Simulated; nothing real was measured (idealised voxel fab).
Presented below is a process module, voxel tone inversion.
Each square cell in cross-section cut measures 5 nm, and the section as a whole is 285 nm wide.
How to read a cross-section here: the picture is a grid of square cells, written as bands going from the top down, and any band can span one or more rows of cells.
Band: top and bottom heights (nm) first, top before bottom; then materials from left to right, widths in nm. "throughout" marks a sole material filling the band edge to edge. "air" denotes empty space.
Heads up on the height convention: 0 is the point under which the incoming wafer is all one material, and the lowest band has no bottom, it just keeps going down, like "0 down".
The two numbers in a width such as "30 to 40" mark its ends across the band: the first belongs to the top row of cells, the second to the bottom row, and from each row to the next the width moves by the same amount.
"all unchanged" after a step means that no cell of the cross-section changed.
In the "Enclosed internal voids" entry, you get each enclosed empty space of 8 cells or more, one with no open way to the top, written width x height at distance, distance from the left edge, in nm.
Where a step's line continues beyond its settings, the continuation is a remark by the simulator itself on that step.
overlay nm: right-of-plan distance of the mask on a masked step; negative values mean left-of-plan.

-- Planned process steps
1. RECEIVE | material Si
2. CONFORMAL_DEP | material SiN | thk nm 5
3. DIRECTIONAL_DEP | material aC | thk nm 10
4. PATTERN | tone cover | mask id POSTS | material resist | width nm 15 | pitch nm 45 | thk nm 30 | overlay nm 0
5. DIRECTIONAL_ETCH | etch materials aC | depth nm 20
6. STRIP | etch materials resist
7. FILL_DEP | material lowk | thk nm 10
8. CMP | height nm 25
9. STRIP | etch materials aC
Heads up: all these wafers start the same, and what changes between them is the thk nm in step 3. The value you see in the plan is just what the first wafer got.

-- As-received cross-section, first of several wafers, post step 1
- 0 down = Si throughout
- Enclosed internal voids: none

-- Gained (+) or lost (-) cells of each material since receipt, then closed voids: one row per wafer, at the end of the module
thk nm 10 | +57 SiN | +12 aC | +216 lowk | Enclosed internal voids: none
thk nm 15 | +57 SiN | +18 aC | +210 lowk | Enclosed internal voids: none
thk nm 20 | +57 SiN | +204 lowk | Enclosed internal voids: none
